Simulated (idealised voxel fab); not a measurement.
process module | voxel capacitor over wiring
cross-section cut | 175 nm wide | cells 5 nm
A cross-section is a grid of square cells, given in bands from the top down. A band is one or more rows of cells.
Each band's line starts with the height of the band's top and of its bottom, in nm. Then come its materials from left to right, each with its width in nm. One material with "throughout" fills the band from edge to edge. "air" is empty space.
Height 0 is the level under which the wafer as received is all one material. The lowest band goes on downwards, as in "0 down".
A width such as "30 to 40" changes by the same amount from each row of cells to the next, from the band's top row to its bottom row.
"no change" after a step means that no cell of the cross-section changed.
closed voids: empty space of 8 cells or more with no open way to the top, each as width x height at its distance from the left edge, in nm
after a step's settings: what the simulator itself notes on the step
overlay nm, on a step with a mask: how far to the right of its planned place the mask lay; to the left if negative
plan
1 op RECEIVE | material Si
2 op CONFORMAL_DEP | material SiO2 | thk nm 10
3 op CONFORMAL_DEP | material SiN | thk nm 5
4 op DIRECTIONAL_DEP | material lowk | thk nm 25
5 op MASKED_ETCH | tone open | mask id METAL_1 | width nm 20 | pitch nm 75 | etch materials lowk | depth nm 25 | overlay nm 0
6 op MASKED_ETCH | tone open | mask id METAL_1 | width nm 20 | pitch nm 75 | etch materials SiN | depth nm 5 | overlay nm 0
7 op CONFORMAL_DEP | material TiN | thk nm 5
8 op FILL_DEP | material Cu | thk nm 10
9 op CMP | height nm 40
10 op EPI | material Ru | thk nm 5
11 op FILL_DEP | material SiCN | thk nm 5
12 op DIRECTIONAL_DEP | material lowk | thk nm 20
13 op PATTERN | tone open | mask id PLUG_1 | material resist | width nm 15 | thk nm 15 | overlay nm 0
14 op DIRECTIONAL_ETCH | etch materials lowk | depth nm 20
15 op DIRECTIONAL_ETCH | etch materials SiCN | depth nm 5
16 op STRIP | etch materials resist
17 op CONFORMAL_DEP | material TiN | thk nm 5
18 op FILL_DEP | material Cu | thk nm 10
19 op CMP | height nm 70
20 op DIRECTIONAL_DEP | material TiN | thk nm 10
21 op DIRECTIONAL_DEP | material SiN | thk nm 5
22 op DIRECTIONAL_DEP | material TiN | thk nm 10
23 op DIRECTIONAL_DEP | material aC | thk nm 15
24 op PATTERN | tone cover | mask id UPPER_PLATE | material resist | width nm 60 | thk nm 35 | overlay nm 0
25 op DIRECTIONAL_ETCH | etch materials aC | depth nm 15
26 op STRIP | etch materials resist
27 op DIRECTIONAL_ETCH | etch materials TiN | depth nm 10
28 op DIRECTIONAL_ETCH | etch materials SiN | depth nm 5
29 op STRIP | etch materials aC
30 op DIRECTIONAL_DEP | material aC | thk nm 15
31 op PATTERN | tone cover | mask id LOWER_PLATE | material resist | width nm 70 | thk nm 30 | overlay nm 0
32 op DIRECTIONAL_ETCH | etch materials aC | depth nm 15
33 op STRIP | etch materials resist
34 op DIRECTIONAL_ETCH | etch materials TiN | depth nm 10
35 op STRIP | etch materials aC
36 op FILL_DEP | material SiO2 | thk nm 15
37 op CMP | height nm 105
38 op MASKED_ETCH | tone open | mask id PLUG_2 | width nm 15 | etch materials SiO2 | depth nm 10 | overlay nm 0
39 op CONFORMAL_DEP | material TiN | thk nm 5
40 op FILL_DEP | material Ru | thk nm 5
41 op CMP | height nm 105
42 op CONFORMAL_DEP | material SiCN | thk nm 5
first wafer, as planned
as received, after step 1
  0 down: Si throughout
  closed voids: none
after step 2
  10 to 0: SiO2 throughout
  below 0: unchanged
after step 3
  15 to 10: SiN throughout
  below 10: unchanged
after step 4
  40 to 15: lowk throughout
  below 15: unchanged
after step 5
  40 to 15: lowk 40 | air 20 | lowk 55 | air 20 | lowk 40
  below 15: unchanged
after step 6
  40 to 15: lowk 40 | air 20 | lowk 55 | air 20 | lowk 40
  15 to 10: SiN 40 | air 20 | SiN 55 | air 20 | SiN 40
  below 10: unchanged
after step 7
  45 to 40: TiN 45 | air 10 | TiN 65 | air 10 | TiN 45
  40 to 15: lowk 40 | TiN 5 | air 10 | TiN 5 | lowk 55 | TiN 5 | air 10 | TiN 5 | lowk 40
  15 to 10: SiN 40 | TiN 20 | SiN 55 | TiN 20 | SiN 40
  below 10: unchanged
after step 8
  55 to 45: Cu throughout
  45 to 40: TiN 45 | Cu 10 | TiN 65 | Cu 10 | TiN 45
  40 to 15: lowk 40 | TiN 5 | Cu 10 | TiN 5 | lowk 55 | TiN 5 | Cu 10 | TiN 5 | lowk 40
  below 15: unchanged
after step 9
  40 to 15: lowk 40 | TiN 5 | Cu 10 | TiN 5 | lowk 55 | TiN 5 | Cu 10 | TiN 5 | lowk 40
  below 15: unchanged
after step 10
  45 to 40: air 35 | Ru 30 | air 45 | Ru 30 | air 35
  below 40: unchanged
after step 11
  50 to 45: SiCN throughout
  45 to 40: SiCN 35 | Ru 30 | SiCN 45 | Ru 30 | SiCN 35
  below 40: unchanged
after step 12
  70 to 50: lowk throughout
  below 50: unchanged
after step 13
  85 to 70: resist 45 | air 15 | resist 115
  below 70: unchanged
after step 14
  85 to 70: resist 45 | air 15 | resist 115
  70 to 50: lowk 45 | air 15 | lowk 115
  below 50: unchanged
after step 15
  85 to 70: resist 45 | air 15 | resist 115
  70 to 50: lowk 45 | air 15 | lowk 115
  50 to 45: SiCN 45 | air 15 | SiCN 115
  below 45: unchanged
after step 16
  70 to 50: lowk 45 | air 15 | lowk 115
  below 50: unchanged
after step 17
  75 to 70: TiN 50 | air 5 | TiN 120
  70 to 50: lowk 45 | TiN 5 | air 5 | TiN 5 | lowk 115
  50 to 45: SiCN 45 | TiN 15 | SiCN 115
  below 45: unchanged
after step 18
  85 to 75: Cu throughout
  75 to 70: TiN 50 | Cu 5 | TiN 120
  70 to 50: lowk 45 | TiN 5 | Cu 5 | TiN 5 | lowk 115
  below 50: unchanged
after step 19
  70 to 50: lowk 45 | TiN 5 | Cu 5 | TiN 5 | lowk 115
  below 50: unchanged
after step 20
  80 to 70: TiN throughout
  below 70: unchanged
after step 21
  85 to 80: SiN throughout
  below 80: unchanged
after step 22
  95 to 85: TiN throughout
  below 85: unchanged
after step 23
  110 to 95: aC throughout
  below 95: unchanged
after step 24
  145 to 110: air 45 | resist 60 | air 70
  below 110: unchanged
after step 25
  130 to 110: air 45 | resist 60 | air 70
  110 to 95: air 45 | aC 60 | air 70
  below 95: unchanged
after step 26
  110 to 95: air 45 | aC 60 | air 70
  below 95: unchanged
after step 27
  110 to 95: air 45 | aC 60 | air 70
  95 to 85: air 45 | TiN 60 | air 70
  below 85: unchanged
after step 28
  110 to 95: air 45 | aC 60 | air 70
  95 to 85: air 45 | TiN 60 | air 70
  85 to 80: air 45 | SiN 60 | air 70
  below 80: unchanged
after step 29
  95 to 85: air 45 | TiN 60 | air 70
  below 85: unchanged
after step 30
  110 to 95: air 45 | aC 60 | air 70
  95 to 85: aC 45 | TiN 60 | aC 70
  85 to 80: aC 45 | SiN 60 | aC 70
  below 80: unchanged
after step 31
  140 to 110: air 40 | resist 70 | air 65
  110 to 95: air 40 | resist 5 | aC 60 | resist 5 | air 65
  below 95: unchanged
after step 32
  125 to 110: air 40 | resist 70 | air 65
  110 to 95: air 40 | resist 5 | aC 60 | resist 5 | air 65
  95 to 85: air 40 | aC 5 | TiN 60 | aC 5 | air 65
  85 to 80: air 40 | aC 5 | SiN 60 | aC 5 | air 65
  below 80: unchanged
after step 33
  110 to 95: air 45 | aC 60 | air 70
  below 95: unchanged
after step 34
  110 to 95: air 45 | aC 60 | air 70
  95 to 85: air 40 | aC 5 | TiN 60 | aC 5 | air 65
  85 to 80: air 40 | aC 5 | SiN 60 | aC 5 | air 65
  80 to 70: air 40 | TiN 70 | air 65
  below 70: unchanged
after step 35
  95 to 85: air 45 | TiN 60 | air 70
  85 to 80: air 45 | SiN 60 | air 70
  below 80: unchanged
after step 36
  110 to 95: SiO2 throughout
  95 to 85: SiO2 45 | TiN 60 | SiO2 70
  85 to 80: SiO2 45 | SiN 60 | SiO2 70
  80 to 70: SiO2 40 | TiN 70 | SiO2 65
  below 70: unchanged
after step 37
  105 to 95: SiO2 throughout
  below 95: unchanged
after step 38
  105 to 95: SiO2 55 | air 15 | SiO2 105
  below 95: unchanged
after step 39
  110 to 105: TiN 60 | air 5 | TiN 110
  105 to 100: SiO2 55 | TiN 5 | air 5 | TiN 5 | SiO2 105
  100 to 95: SiO2 55 | TiN 15 | SiO2 105
  below 95: unchanged
after step 40
  115 to 110: Ru throughout
  110 to 105: TiN 60 | Ru 5 | TiN 110
  105 to 100: SiO2 55 | TiN 5 | Ru 5 | TiN 5 | SiO2 105
  below 100: unchanged
after step 41
  105 to 100: SiO2 55 | TiN 5 | Ru 5 | TiN 5 | SiO2 105
  below 100: unchanged
after step 42
  110 to 105: SiCN throughout
  below 105: unchanged
second wafer: like start, like plan, one mistake. Through step 23 it matches the first wafer
when step 24 should have ended
  145 to 110: resist 45 | air 60 | resist 70
  below 110: unchanged
when step 25 should have ended
  130 to 110: resist 45 | air 60 | resist 70
  110 to 95: aC 45 | air 60 | aC 70
  below 95: unchanged
when step 26 should have ended
  110 to 95: aC 45 | air 60 | aC 70
  below 95: unchanged
when step 27 should have ended
  110 to 95: aC 45 | air 60 | aC 70
  95 to 85: TiN 45 | air 60 | TiN 70
  below 85: unchanged
when step 28 should have ended
  110 to 95: aC 45 | air 60 | aC 70
  95 to 85: TiN 45 | air 60 | TiN 70
  85 to 80: SiN 45 | air 60 | SiN 70
  below 80: unchanged
when step 29 should have ended
  95 to 85: TiN 45 | air 60 | TiN 70
  below 85: unchanged
when step 30 should have ended
  110 to 95: aC 45 | air 60 | aC 70
  95 to 85: TiN 45 | aC 60 | TiN 70
  85 to 80: SiN 45 | aC 60 | SiN 70
  below 80: unchanged
when step 31 should have ended
  140 to 110: air 40 | resist 70 | air 65
  110 to 95: aC 45 | resist 60 | aC 70
  below 95: unchanged
when step 32 should have ended
  125 to 110: air 40 | resist 70 | air 65
  110 to 95: air 40 | aC 5 | resist 60 | aC 5 | air 65
  below 95: unchanged
when step 33 should have ended
  110 to 95: air 40 | aC 5 | air 60 | aC 5 | air 65
  below 95: unchanged
when step 34 should have ended
  110 to 95: air 40 | aC 5 | air 60 | aC 5 | air 65
  95 to 85: air 40 | TiN 5 | aC 60 | TiN 5 | air 65
  below 85: unchanged
when step 35 should have ended
  95 to 85: air 40 | TiN 5 | air 60 | TiN 5 | air 65
  85 to 80: SiN 45 | air 60 | SiN 70
  below 80: unchanged
when step 36 should have ended
  110 to 95: SiO2 throughout
  95 to 85: SiO2 40 | TiN 5 | SiO2 60 | TiN 5 | SiO2 65
  85 to 80: SiN 45 | SiO2 60 | SiN 70
  below 80: unchanged
when step 37 should have ended
  105 to 95: SiO2 throughout
  below 95: unchanged
when step 38 should have ended
  105 to 95: SiO2 55 | air 15 | SiO2 105
  below 95: unchanged
when step 39 should have ended
  110 to 105: TiN 60 | air 5 | TiN 110
  105 to 100: SiO2 55 | TiN 5 | air 5 | TiN 5 | SiO2 105
  100 to 95: SiO2 55 | TiN 15 | SiO2 105
  below 95: unchanged
when step 40 should have ended
  115 to 110: Ru throughout
  110 to 105: TiN 60 | Ru 5 | TiN 110
  105 to 100: SiO2 55 | TiN 5 | Ru 5 | TiN 5 | SiO2 105
  below 100: unchanged
when step 41 should have ended
  105 to 100: SiO2 55 | TiN 5 | Ru 5 | TiN 5 | SiO2 105
  below 100: unchanged
when step 42 should have ended
  110 to 105: SiCN throughout
  below 105: unchanged
what went wrong: step 24 ran as: op PATTERN | tone open | mask id UPPER_PLATE | material resist | width nm 60 | thk nm 35 | overlay nm 0
at the end the second wafer has, in cells: 11 more of SiN | 33 fewer of SiO2 | 22 more of TiN
